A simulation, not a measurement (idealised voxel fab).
The following is a process module called voxel double patterning.
Cross-sectional view cut (width: 230 nm; square cell size: 5 nm).
Bands, listed from the top down, are how a cross-section gets written in this document; the cross-section itself is a grid of square cells, and a band is one or more rows of them. Heads up on the band format: heights come first, top then bottom, in nm. After that it's the materials left to right, each with its width in nm. A single material flagged "everywhere" fills the whole band edge to edge, and "air" means there's empty space there. Beneath 0, the wafer as received is one material, and that level is where height counting begins. The lowest band goes on downward without a bottom; it is written like "top 0, no bottom". Think of "30 to 40" as a width that walks from the first number to the second as you go down the band, top row to bottom row, taking equal-sized steps from row to row. Step note "nothing changed" = no cross-section cell changed. Look at "Voids, fully enclosed" for the closed voids: empty spaces with no open path to the top, sized 8 cells or up. Each is width x height at distance, distance from the left edge, all nm. If you see something after the settings on a step's line, that's the simulator's own remark about that step. On any step carrying a mask, the "overlay nm" setting, if present on the step's line, tells how far right of its planned place the mask lay; negative values point to the left.

### These are the steps we planned for the process
step 1: RECEIVE with material Si
step 2: CONFORMAL_DEP with material SiO2, thk nm 10
step 3: DIRECTIONAL_DEP with material TiN, thk nm 15
step 4: DIRECTIONAL_DEP with material SiCN, thk nm 5
step 5: MASKED_ETCH with tone open, mask id FIRST, width nm 15, pitch nm 50, etch materials SiCN, depth nm 5, overlay nm 0
step 6: PATTERN with tone open, mask id SECOND, material resist, width nm 15, pitch nm 50, thk nm 15, overlay nm 0
step 7: DIRECTIONAL_ETCH with etch materials SiCN, depth nm 5
step 8: STRIP with etch materials resist
step 9: DIRECTIONAL_ETCH with etch materials TiN, depth nm 15
step 10: STRIP with etch materials SiCN

### The following pertains to the first of two wafers, which was processed as planned

### Incoming wafer in cross-section (state: after step 1)
	top 0, no bottom: Si everywhere
	Voids, fully enclosed: none

### The wafer, seen in cross-section, after step 2
	top 10, bottom 0: SiO2 everywhere
	Heights below 0 show no change.

### The wafer, seen in cross-section, after step 3
	top 25, bottom 10: TiN everywhere
	Heights below 10 show no change.

### The wafer, seen in cross-section, after step 4
	top 30, bottom 25: SiCN everywhere
	Heights below 25 show no change.

### The wafer, seen in cross-section, after step 5
	top 30, bottom 25: SiCN 55 nm; air 15 nm; SiCN 35 nm; air 15 nm; SiCN 35 nm; air 15 nm; SiCN 60 nm
	Heights below 25 show no change.

### The wafer, seen in cross-section, after step 6
	top 45, bottom 30: resist 80 nm; air 15 nm; resist 35 nm; air 15 nm; resist 85 nm
	top 30, bottom 25: SiCN 55 nm; resist 15 nm; SiCN 35 nm; resist 15 nm; SiCN 35 nm; resist 15 nm; SiCN 60 nm
	Heights below 25 show no change.

### The wafer, seen in cross-section, after step 7
	top 45, bottom 30: resist 80 nm; air 15 nm; resist 35 nm; air 15 nm; resist 85 nm
	top 30, bottom 25: SiCN 55 nm; resist 15 nm; SiCN 10 nm; air 15 nm; SiCN 10 nm; resist 15 nm; SiCN 10 nm; air 15 nm; SiCN 10 nm; resist 15 nm; SiCN 60 nm
	Heights below 25 show no change.

### The wafer, seen in cross-section, after step 8
	top 30, bottom 25: SiCN 55 nm; air 15 nm; SiCN 10 nm; air 15 nm; SiCN 10 nm; air 15 nm; SiCN 10 nm; air 15 nm; SiCN 10 nm; air 15 nm; SiCN 60 nm
	Heights below 25 show no change.

### The wafer, seen in cross-section, after step 9
	top 30, bottom 25: SiCN 55 nm; air 15 nm; SiCN 10 nm; air 15 nm; SiCN 10 nm; air 15 nm; SiCN 10 nm; air 15 nm; SiCN 10 nm; air 15 nm; SiCN 60 nm
	top 25, bottom 10: TiN 55 nm; air 15 nm; TiN 10 nm; air 15 nm; TiN 10 nm; air 15 nm; TiN 10 nm; air 15 nm; TiN 10 nm; air 15 nm; TiN 60 nm
	Heights below 10 show no change.

### The wafer, seen in cross-section, after step 10
	top 25, bottom 10: TiN 55 nm; air 15 nm; TiN 10 nm; air 15 nm; TiN 10 nm; air 15 nm; TiN 10 nm; air 15 nm; TiN 10 nm; air 15 nm; TiN 60 nm
	Heights below 10 show no change.

### Second wafer. Start and plan as for the first. One mistake made in running. Agrees with the first up to and including step 5

### Cross-sectional representation of the second wafer at the time designated in the plan for the completion of step 6
	top 45, bottom 30: air 80 nm; resist 15 nm; air 35 nm; resist 15 nm; air 85 nm
	Heights below 30 show no change.

### Cross-sectional representation of the second wafer at the time designated in the plan for the completion of step 7
	top 45, bottom 30: air 80 nm; resist 15 nm; air 35 nm; resist 15 nm; air 85 nm
	top 30, bottom 25: air 80 nm; SiCN 15 nm; air 35 nm; SiCN 15 nm; air 85 nm
	Heights below 25 show no change.

### Cross-sectional representation of the second wafer at the time designated in the plan for the completion of step 8
	top 30, bottom 25: air 80 nm; SiCN 15 nm; air 35 nm; SiCN 15 nm; air 85 nm
	Heights below 25 show no change.

### Cross-sectional representation of the second wafer at the time designated in the plan for the completion of step 9
	top 30, bottom 25: air 80 nm; SiCN 15 nm; air 35 nm; SiCN 15 nm; air 85 nm
	top 25, bottom 10: air 80 nm; TiN 15 nm; air 35 nm; TiN 15 nm; air 85 nm
	Heights below 10 show no change.

### Cross-sectional representation of the second wafer at the time designated in the plan for the completion of step 10
	top 25, bottom 10: air 80 nm; TiN 15 nm; air 35 nm; TiN 15 nm; air 85 nm
	Heights below 10 show no change.
Heads up, the wafer didn't run the way we planned it: step 6: run off-plan, actual operation and settings PATTERN with tone cover, mask id SECOND, material resist, width nm 15, pitch nm 50, thk nm 15, overlay nm 0
Upon completion, the second wafer contains, in terms of cells, a greater or smaller amount of certain materials than the first wafer: TiN -75
